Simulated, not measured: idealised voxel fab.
process module | voxel wiring stack
cross-section cut | 225 nm wide | cells 5 nm
A cross-section is a grid of square cells, given in bands from the top down. A band is one or more rows of cells.
Each band's line starts with the height of the band's top and of its bottom, in nm. Then come its materials from left to right, each with its width in nm. One material with "throughout" fills the band from edge to edge. "air" is empty space.
Height 0 is the level under which the wafer as received is all one material. The lowest band goes on downwards, as in "0 down".
A width such as "30 to 40" changes by the same amount from each row of cells to the next, from the band's top row to its bottom row.
"no change" after a step means that no cell of the cross-section changed.
closed voids: empty space of 8 cells or more with no open way to the top, each as width x height at its distance from the left edge, in nm
after a step's settings: what the simulator itself notes on the step
overlay nm, on a step with a mask: how far to the right of its planned place the mask lay; to the left if negative
plan
1 op RECEIVE | material Si
2 op CONFORMAL_DEP | material SiO2 | thk nm 10
3 op CONFORMAL_DEP | material SiCN | thk nm 5
4 op DIRECTIONAL_DEP | material SiO2 | thk nm 15
5 op DIRECTIONAL_DEP | material aC | thk nm 15
6 op PATTERN | tone open | mask id METAL_1 | material resist | width nm 25 | pitch nm 50 | thk nm 30 | overlay nm 0
7 op DIRECTIONAL_ETCH | etch materials aC | depth nm 15
8 op STRIP | etch materials resist
9 op DIRECTIONAL_ETCH | etch materials SiO2 | depth nm 15
10 op DIRECTIONAL_ETCH | etch materials SiCN | depth nm 5
11 op STRIP | etch materials aC
12 op CONFORMAL_DEP | material TiN | thk nm 5
13 op FILL_DEP | material Cu | thk nm 10
14 op CMP | height nm 30
15 op CONFORMAL_DEP | material SiCN | thk nm 5
16 op DIRECTIONAL_DEP | material lowk | thk nm 15
17 op MASKED_ETCH | tone open | mask id PLUG_1 | width nm 15 | pitch nm 50 | etch materials lowk | depth nm 15 | overlay nm 0
18 op MASKED_ETCH | tone open | mask id PLUG_1 | width nm 15 | pitch nm 50 | etch materials SiCN | depth nm 5 | overlay nm 0
19 op CONFORMAL_DEP | material TiN | thk nm 5
20 op FILL_DEP | material Ru | thk nm 10
21 op CMP | height nm 50
22 op DIRECTIONAL_DEP | material TiN | thk nm 5
23 op DIRECTIONAL_DEP | material W | thk nm 15
24 op PATTERN | tone cover | mask id METAL_2 | material resist | width nm 25 | pitch nm 50 | thk nm 20 | overlay nm 0
25 op DIRECTIONAL_ETCH | etch materials W | depth nm 15
26 op DIRECTIONAL_ETCH | etch materials TiN | depth nm 5
27 op STRIP | etch materials resist
28 op CONFORMAL_DEP | material SiN | thk nm 5
29 op FILL_DEP | material lowk | thk nm 5
30 op CMP | height nm 70
31 op CONFORMAL_DEP | material SiCN | thk nm 5
first wafer, as planned
as received, after step 1
  0 down: Si throughout
  closed voids: none
after step 2
  10 to 0: SiO2 throughout
  below 0: unchanged
after step 3
  15 to 10: SiCN throughout
  below 10: unchanged
after step 4
  30 to 15: SiO2 throughout
  below 15: unchanged
after step 5
  45 to 30: aC throughout
  below 30: unchanged
after step 6
  75 to 45: resist 75 | air 25 | resist 25 | air 25 | resist 75
  below 45: unchanged
after step 7
  60 to 45: resist 75 | air 25 | resist 25 | air 25 | resist 75
  45 to 30: aC 75 | air 25 | aC 25 | air 25 | aC 75
  below 30: unchanged
after step 8
  45 to 30: aC 75 | air 25 | aC 25 | air 25 | aC 75
  below 30: unchanged
after step 9
  45 to 30: aC 75 | air 25 | aC 25 | air 25 | aC 75
  30 to 15: SiO2 75 | air 25 | SiO2 25 | air 25 | SiO2 75
  below 15: unchanged
after step 10
  45 to 30: aC 75 | air 25 | aC 25 | air 25 | aC 75
  30 to 15: SiO2 75 | air 25 | SiO2 25 | air 25 | SiO2 75
  15 to 10: SiCN 75 | air 25 | SiCN 25 | air 25 | SiCN 75
  below 10: unchanged
after step 11
  30 to 15: SiO2 75 | air 25 | SiO2 25 | air 25 | SiO2 75
  below 15: unchanged
after step 12
  35 to 30: TiN 80 | air 15 | TiN 35 | air 15 | TiN 80
  30 to 15: SiO2 75 | TiN 5 | air 15 | TiN 5 | SiO2 25 | TiN 5 | air 15 | TiN 5 | SiO2 75
  15 to 10: SiCN 75 | TiN 25 | SiCN 25 | TiN 25 | SiCN 75
  below 10: unchanged
after step 13
  45 to 35: Cu throughout
  35 to 30: TiN 80 | Cu 15 | TiN 35 | Cu 15 | TiN 80
  30 to 15: SiO2 75 | TiN 5 | Cu 15 | TiN 5 | SiO2 25 | TiN 5 | Cu 15 | TiN 5 | SiO2 75
  below 15: unchanged
after step 14
  30 to 15: SiO2 75 | TiN 5 | Cu 15 | TiN 5 | SiO2 25 | TiN 5 | Cu 15 | TiN 5 | SiO2 75
  below 15: unchanged
after step 15
  35 to 30: SiCN throughout
  below 30: unchanged
after step 16
  50 to 35: lowk throughout
  below 35: unchanged
after step 17
  50 to 35: lowk 75 | air 15 | lowk 35 | air 15 | lowk 85
  below 35: unchanged
after step 18
  50 to 35: lowk 75 | air 15 | lowk 35 | air 15 | lowk 85
  35 to 30: SiCN 75 | air 15 | SiCN 35 | air 15 | SiCN 85
  below 30: unchanged
after step 19
  55 to 50: TiN 80 | air 5 | TiN 45 | air 5 | TiN 90
  50 to 35: lowk 75 | TiN 5 | air 5 | TiN 5 | lowk 35 | TiN 5 | air 5 | TiN 5 | lowk 85
  35 to 30: SiCN 75 | TiN 15 | SiCN 35 | TiN 15 | SiCN 85
  below 30: unchanged
after step 20
  65 to 55: Ru throughout
  55 to 50: TiN 80 | Ru 5 | TiN 45 | Ru 5 | TiN 90
  50 to 35: lowk 75 | TiN 5 | Ru 5 | TiN 5 | lowk 35 | TiN 5 | Ru 5 | TiN 5 | lowk 85
  below 35: unchanged
after step 21
  50 to 35: lowk 75 | TiN 5 | Ru 5 | TiN 5 | lowk 35 | TiN 5 | Ru 5 | TiN 5 | lowk 85
  below 35: unchanged
after step 22
  55 to 50: TiN throughout
  below 50: unchanged
after step 23
  70 to 55: W throughout
  below 55: unchanged
after step 24
  90 to 70: air 75 | resist 25 | air 25 | resist 25 | air 75
  below 70: unchanged
after step 25
  90 to 70: air 75 | resist 25 | air 25 | resist 25 | air 75
  70 to 55: air 75 | W 25 | air 25 | W 25 | air 75
  below 55: unchanged
after step 26
  90 to 70: air 75 | resist 25 | air 25 | resist 25 | air 75
  70 to 55: air 75 | W 25 | air 25 | W 25 | air 75
  55 to 50: air 75 | TiN 25 | air 25 | TiN 25 | air 75
  below 50: unchanged
after step 27
  70 to 55: air 75 | W 25 | air 25 | W 25 | air 75
  below 55: unchanged
after step 28
  75 to 70: air 70 | SiN 35 | air 15 | SiN 35 | air 70
  70 to 55: air 70 | SiN 5 | W 25 | SiN 5 | air 15 | SiN 5 | W 25 | SiN 5 | air 70
  55 to 50: SiN 75 | TiN 25 | SiN 25 | TiN 25 | SiN 75
  below 50: unchanged
after step 29
  80 to 75: lowk throughout
  75 to 70: lowk 70 | SiN 35 | lowk 15 | SiN 35 | lowk 70
  70 to 55: lowk 70 | SiN 5 | W 25 | SiN 5 | lowk 15 | SiN 5 | W 25 | SiN 5 | lowk 70
  below 55: unchanged
after step 30
  70 to 55: lowk 70 | SiN 5 | W 25 | SiN 5 | lowk 15 | SiN 5 | W 25 | SiN 5 | lowk 70
  below 55: unchanged
after step 31
  75 to 70: SiCN throughout
  below 70: unchanged
second wafer: like start, like plan, one mistake. Through step 23 it matches the first wafer
when step 24 should have ended
  90 to 70: resist 75 | air 25 | resist 25 | air 25 | resist 75
  below 70: unchanged
when step 25 should have ended
  90 to 70: resist 75 | air 25 | resist 25 | air 25 | resist 75
  70 to 55: W 75 | air 25 | W 25 | air 25 | W 75
  below 55: unchanged
when step 26 should have ended
  90 to 70: resist 75 | air 25 | resist 25 | air 25 | resist 75
  70 to 55: W 75 | air 25 | W 25 | air 25 | W 75
  55 to 50: TiN 75 | air 25 | TiN 25 | air 25 | TiN 75
  below 50: unchanged
when step 27 should have ended
  70 to 55: W 75 | air 25 | W 25 | air 25 | W 75
  below 55: unchanged
when step 28 should have ended
  75 to 70: SiN 80 | air 15 | SiN 35 | air 15 | SiN 80
  70 to 55: W 75 | SiN 5 | air 15 | SiN 5 | W 25 | SiN 5 | air 15 | SiN 5 | W 75
  55 to 50: TiN 75 | SiN 25 | TiN 25 | SiN 25 | TiN 75
  below 50: unchanged
when step 29 should have ended
  80 to 75: lowk throughout
  75 to 70: SiN 80 | lowk 15 | SiN 35 | lowk 15 | SiN 80
  70 to 55: W 75 | SiN 5 | lowk 15 | SiN 5 | W 25 | SiN 5 | lowk 15 | SiN 5 | W 75
  below 55: unchanged
when step 30 should have ended
  70 to 55: W 75 | SiN 5 | lowk 15 | SiN 5 | W 25 | SiN 5 | lowk 15 | SiN 5 | W 75
  below 55: unchanged
when step 31 should have ended
  75 to 70: SiCN throughout
  below 70: unchanged
what went wrong: step 24 ran as: op PATTERN | tone open | mask id METAL_2 | material resist | width nm 25 | pitch nm 50 | thk nm 20 | overlay nm 0
at the end the second wafer has, in cells: 25 fewer of SiN | 25 more of TiN | 75 more of W | 75 fewer of lowk
